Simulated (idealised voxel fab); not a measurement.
The document below concerns the process module designated voxel capacitor over wiring.
FYI the section here is cut, 175 nm wide, cells are 5 nm squares.
When this document writes out a cross-section, it uses a grid of square cells and lists it as bands, beginning at the top and moving down, with a band standing for one or more rows of cells.
For a band, the entry starts with two heights in nm, that of the top and then that of the bottom, and carries on with the band's materials in order from left to right, each alongside its width in nm; the word "full width" beside a single material means it fills the band edge to edge, and "blank" means empty space.
We count height from 0. Below that, the starting wafer is all one material. The lowest band never ends at the bottom but goes on down; see "from 0 down" for how that is written.
A width such as "30..40" changes by the same amount from each row of cells to the next, from the band's top row to its bottom row.
Reading "all unchanged" for a step: not a cell of the cross-section changed in it.
"Enclosed voids" contains a list of empty spaces, each no smaller than 8 cells and without an open way to the top, written in the form width x height at distance with the distance from the left edge and all three in nm.
What comes after the settings on a step's line is commentary from the simulator itself on that step.
overlay nm: right-of-plan distance of the mask on a masked step; negative values mean left-of-plan.

# plan
step 1: RECEIVE,material Si
step 2: CONFORMAL_DEP,material SiO2,thk nm 10
step 3: DIRECTIONAL_DEP,material TiN,thk nm 5
step 4: DIRECTIONAL_DEP,material W,thk nm 15
step 5: PATTERN,tone cover,mask id METAL_1,material resist,width nm 25,pitch nm 75,thk nm 20,overlay nm 0
step 6: DIRECTIONAL_ETCH,etch materials W,depth nm 15
step 7: DIRECTIONAL_ETCH,etch materials TiN,depth nm 5
step 8: STRIP,etch materials resist
step 9: CONFORMAL_DEP,material SiCN,thk nm 5
step 10: FILL_DEP,material lowk,thk nm 5
step 11: CMP,height nm 30
step 12: CONFORMAL_DEP,material SiCN,thk nm 5
step 13: DIRECTIONAL_DEP,material lowk,thk nm 10
step 14: DIRECTIONAL_DEP,material aC,thk nm 15
step 15: PATTERN,tone open,mask id PLUG_1,material resist,width nm 15,thk nm 35,overlay nm 0
step 16: DIRECTIONAL_ETCH,etch materials aC,depth nm 15
step 17: STRIP,etch materials resist
step 18: DIRECTIONAL_ETCH,etch materials lowk,depth nm 10
step 19: DIRECTIONAL_ETCH,etch materials SiCN,depth nm 5
step 20: STRIP,etch materials aC
step 21: EPI,material Ru,thk nm 10
step 22: EPI,material Ru,thk nm 5
step 23: DIRECTIONAL_DEP,material TiN,thk nm 5
step 24: DIRECTIONAL_DEP,material Al2O3,thk nm 5
step 25: DIRECTIONAL_DEP,material TiN,thk nm 5
step 26: MASKED_ETCH,tone cover,mask id UPPER_PLATE,width nm 55,etch materials TiN,depth nm 5,overlay nm 0
step 27: MASKED_ETCH,tone cover,mask id UPPER_PLATE,width nm 55,etch materials Al2O3,depth nm 5,overlay nm 0
step 28: PATTERN,tone cover,mask id LOWER_PLATE,material resist,width nm 65,thk nm 20,overlay nm 0
step 29: DIRECTIONAL_ETCH,etch materials TiN,depth nm 5
step 30: STRIP,etch materials resist
step 31: FILL_DEP,material SiO2,thk nm 20
step 32: CMP,height nm 75
step 33: PATTERN,tone open,mask id PLUG_2,material resist,width nm 15,thk nm 20,overlay nm 0
step 34: DIRECTIONAL_ETCH,etch materials SiO2,depth nm 15
step 35: STRIP,etch materials resist
step 36: CONFORMAL_DEP,material TiN,thk nm 5
step 37: FILL_DEP,material W,thk nm 5
step 38: CMP,height nm 75
step 39: CONFORMAL_DEP,material SiCN,thk nm 5

# So this is the incoming wafer in cross-section - it's already been through step 1
> from 0 down: Si full width
> Enclosed voids: none

# Here's the cross-section of the first of our two wafers at the end of the module - it ran as planned
> from 80 to 75: SiCN full width
> from 75 to 65: 55 SiO2  5 TiN  5 W  5 TiN  105 SiO2
> from 65 to 55: 55..45 SiO2  15..55 TiN  105..75 SiO2
> from 55 to 50: 45 SiO2  55 Al2O3  75 SiO2
> from 50 to 45: 40 SiO2  65 TiN  70 SiO2
> from 45 to 35: 45 lowk  15 Ru  115 lowk
> from 35 to 30: 45 SiCN  15 Ru  115 SiCN
> from 30 to 15: 30 lowk  5 SiCN  25 W  5 SiCN  40 lowk  5 SiCN  25 W  5 SiCN  35 lowk
> from 15 to 10: 35 SiCN  25 TiN  50 SiCN  25 TiN  40 SiCN
> from 10 to 0: SiO2 full width
> from 0 down: Si full width
> Enclosed voids: none

# Wafer two, end of module, cross-section. Same start, same plan as wafer one. One mistake in the run
> from 80 to 75: SiCN full width
> from 75 to 65: 55 SiO2  5 TiN  5 W  5 TiN  105 SiO2
> from 65 to 60: 55 SiO2  15 TiN  105 SiO2
> from 60 to 55: SiO2 full width
> from 55 to 50: 45 SiO2  55 TiN  75 SiO2
> from 50 to 45: 45 SiO2  55 Al2O3  75 SiO2
> from 45 to 40: 40 SiO2  65 TiN  70 SiO2
> from 40 to 30: 45 lowk  15 Ru  115 lowk
> from 30 to 25: 45 SiCN  15 Ru  115 SiCN
> from 25 to 15: 30 lowk  5 SiCN  25 W  5 SiCN  40 lowk  5 SiCN  25 W  5 SiCN  35 lowk
> from 15 to 10: 35 SiCN  25 TiN  50 SiCN  25 TiN  40 SiCN
> from 10 to 0: SiO2 full width
> from 0 down: Si full width
> Enclosed voids: none
Run error: off-plan run, step 11, actual operation and settings CMP,height nm 25
Wafer comparison, final, in cells, second relative to first, materials more or fewer: SiCN -4 | SiO2 +35 | W -10 | lowk -21
